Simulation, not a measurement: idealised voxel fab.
process module | voxel tone inversion
cross-section cut | 295 nm wide | cells 5 nm
A cross-section is a grid of square cells, given in bands from the top down. A band is one or more rows of cells.
Each band's line starts with the height of the band's top and of its bottom, in nm. Then come its materials from left to right, each with its width in nm. One material with "throughout" fills the band from edge to edge. "air" is empty space.
Height 0 is the level under which the wafer as received is all one material. The lowest band goes on downwards, as in "0 down".
A width such as "30 to 40" changes by the same amount from each row of cells to the next, from the band's top row to its bottom row.
"no change" after a step means that no cell of the cross-section changed.
closed voids: empty space of 8 cells or more with no open way to the top, each as width x height at its distance from the left edge, in nm
after a step's settings: what the simulator itself notes on the step
overlay nm, on a step with a mask: how far to the right of its planned place the mask lay; to the left if negative
plan
1 op RECEIVE | material Si
2 op CONFORMAL_DEP | material SiCN | thk nm 10
3 op DIRECTIONAL_DEP | material polySi | thk nm 25
4 op PATTERN | tone cover | mask id POSTS | material resist | width nm 25 | pitch nm 45 | thk nm 35 | overlay nm 0
5 op DIRECTIONAL_ETCH | etch materials polySi | depth nm 25
6 op STRIP | etch materials resist
7 op FILL_DEP | material lowk | thk nm 5
8 op CMP | height nm 35
9 op STRIP | etch materials polySi
10 op CONFORMAL_DEP | material TiN | thk nm 5
11 op FILL_DEP | material Cu | thk nm 5
12 op CMP | height nm 35
13 op CONFORMAL_DEP | material SiCN | thk nm 5
as received, after step 1
  0 down: Si throughout
  closed voids: none
a wafer at the end: this start, this plan, one mistake
  40 to 25: SiCN throughout
  25 to 0: polySi throughout
  0 down: Si throughout
  closed voids: none
what went wrong: steps 2 and 3 were swapped
